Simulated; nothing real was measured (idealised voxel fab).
Name of the process module below: voxel released beams
Xsec cut, 220 nm wide, square cell size 5 nm.
If you're reading a cross-section in this doc, picture square cells in a grid; it comes to you as bands, top ones listed first down to the bottom, and a band can be one or more rows of cells.
For a band, the entry starts with two heights in nm, that of the top and then that of the bottom, and carries on with the band's materials in order from left to right, each alongside its width in nm; the word "all across" beside a single material means it fills the band edge to edge, and "air" means empty space.
All heights in this document are referenced to 0, defined as the level beneath which the wafer, as received, consists entirely of one material. The lowest band is not bounded below; it extends indefinitely downward and is written in the form "0 nm and below".
So if you see something like "30->40" for the width, read it as the top row of the band sitting at the first number and the bottom row at the second, with every row in between moving by the same amount as the last.
A step reported as "no change" is a step in which no cell of the cross-section changed.
Any empty space of 8 cells or more lacking an open way to the top shows up in "Closed void catalog" as width x height at distance, distance from the left edge, in nm.
Anything after a step's settings on that line? It's the simulator's own note about the step.
overlay nm: mask right of planned place by this much (step with mask). Neg. = left.
[So here's the lineup of process steps we planned]
1. RECEIVE with material Si
2. CONFORMAL_DEP with material Al2O3, thk nm 5
3. DIRECTIONAL_DEP with material SiO2, thk nm 10
4. DIRECTIONAL_DEP with material aC, thk nm 15
5. PATTERN with tone open, mask id ANCHOR, material resist, width nm 35, thk nm 35, overlay nm 0
6. DIRECTIONAL_ETCH with etch materials aC, depth nm 15
7. STRIP with etch materials resist
8. DIRECTIONAL_ETCH with etch materials SiO2, depth nm 10
9. STRIP with etch materials aC
10. CONFORMAL_DEP with material polySi, thk nm 10
11. DIRECTIONAL_DEP with material aC, thk nm 15
12. PATTERN with tone cover, mask id BEAM, material resist, width nm 85, thk nm 30, overlay nm 0
13. DIRECTIONAL_ETCH with etch materials aC, depth nm 15
14. STRIP with etch materials resist
15. DIRECTIONAL_ETCH with etch materials polySi, depth nm 10
16. STRIP with etch materials aC
17. STRIP with etch materials SiO2
[First wafer out of two, processed as planned]
[Cross-section: wafer on arrival = after step 1]
> 0 nm and below  Si all across
> Closed void catalog: none
[Step 2 done - wafer cross-section]
> 5 nm to 0 nm  Al2O3 all across
> Everything under 0 stays put, no change at all.
[Step 3 done - wafer cross-section]
> 15 nm to 5 nm  SiO2 all across
> Everything under 5 stays put, no change at all.
[Step 4 done - wafer cross-section]
> 30 nm to 15 nm  aC all across
> Everything under 15 stays put, no change at all.
[Step 5 done - wafer cross-section]
> 65 nm to 30 nm  resist 70 nm / air 35 nm / resist 115 nm
> Everything under 30 stays put, no change at all.
[Step 6 done - wafer cross-section]
> 50 nm to 30 nm  resist 70 nm / air 35 nm / resist 115 nm
> 30 nm to 15 nm  aC 70 nm / air 35 nm / aC 115 nm
> Everything under 15 stays put, no change at all.
[Step 7 done - wafer cross-section]
> 30 nm to 15 nm  aC 70 nm / air 35 nm / aC 115 nm
> Everything under 15 stays put, no change at all.
[Step 8 done - wafer cross-section]
> 30 nm to 15 nm  aC 70 nm / air 35 nm / aC 115 nm
> 15 nm to 5 nm  SiO2 70 nm / air 35 nm / SiO2 115 nm
> Everything under 5 stays put, no change at all.
[Step 9 done - wafer cross-section]
> 15 nm to 5 nm  SiO2 70 nm / air 35 nm / SiO2 115 nm
> Everything under 5 stays put, no change at all.
[Step 10 done - wafer cross-section]
> 25 nm to 15 nm  polySi 80 nm / air 15 nm / polySi 125 nm
> 15 nm to 5 nm  SiO2 70 nm / polySi 35 nm / SiO2 115 nm
> Everything under 5 stays put, no change at all.
[Step 11 done - wafer cross-section]
> 40 nm to 30 nm  aC 80 nm / air 15 nm / aC 125 nm
> 30 nm to 25 nm  aC all across
> 25 nm to 15 nm  polySi 80 nm / aC 15 nm / polySi 125 nm
> Everything under 15 stays put, no change at all.
[Step 12 done - wafer cross-section]
> 70 nm to 40 nm  air 65 nm / resist 85 nm / air 70 nm
> 40 nm to 30 nm  aC 80 nm / resist 15 nm / aC 125 nm
> Everything under 30 stays put, no change at all.
[Step 13 done - wafer cross-section]
> 55 nm to 40 nm  air 65 nm / resist 85 nm / air 70 nm
> 40 nm to 30 nm  air 65 nm / aC 15 nm / resist 15 nm / aC 55 nm / air 70 nm
> 30 nm to 25 nm  air 65 nm / aC 85 nm / air 70 nm
> Everything under 25 stays put, no change at all.
[Step 14 done - wafer cross-section]
> 40 nm to 30 nm  air 65 nm / aC 15 nm / air 15 nm / aC 55 nm / air 70 nm
> Everything under 30 stays put, no change at all.
[Step 15 done - wafer cross-section]
> 40 nm to 30 nm  air 65 nm / aC 15 nm / air 15 nm / aC 55 nm / air 70 nm
> 30 nm to 25 nm  air 65 nm / aC 85 nm / air 70 nm
> 25 nm to 15 nm  air 65 nm / polySi 15 nm / aC 15 nm / polySi 55 nm / air 70 nm
> Everything under 15 stays put, no change at all.
[Step 16 done - wafer cross-section]
> 25 nm to 15 nm  air 65 nm / polySi 15 nm / air 15 nm / polySi 55 nm / air 70 nm
> Everything under 15 stays put, no change at all.
[Step 17 done - wafer cross-section]
> 25 nm to 15 nm  air 65 nm / polySi 15 nm / air 15 nm / polySi 55 nm / air 70 nm
> 15 nm to 5 nm  air 70 nm / polySi 35 nm / air 115 nm
> Everything under 5 stays put, no change at all.
[The Second Wafer: Common Origin and Plan, One Mistake in Execution, Identical to the First Through Step 14]
[Cross-section of the second wafer at the time step 15 of the plan should have ended]
> 40 nm to 30 nm  air 65 nm / aC 15 nm / air 15 nm / aC 55 nm / air 70 nm
> 30 nm to 25 nm  air 65 nm / aC 85 nm / air 70 nm
> 25 nm to 20 nm  air 65 nm / polySi 15 nm / aC 15 nm / polySi 55 nm / air 70 nm
> Everything under 20 stays put, no change at all.
[Cross-section of the second wafer at the time step 16 of the plan should have ended]
> 25 nm to 20 nm  air 65 nm / polySi 15 nm / air 15 nm / polySi 55 nm / air 70 nm
> 20 nm to 15 nm  polySi 80 nm / air 15 nm / polySi 125 nm
> Everything under 15 stays put, no change at all.
Cross-section of the second wafer at the time step 17 of the plan should have ended: no change
Error vs. plan: step 15 ran as: DIRECTIONAL_ETCH with etch materials polySi, depth nm 5
Upon completion, the second wafer contains, in terms of cells, a greater or smaller amount of certain materials than the first wafer: SiO2 +74 | polySi +27
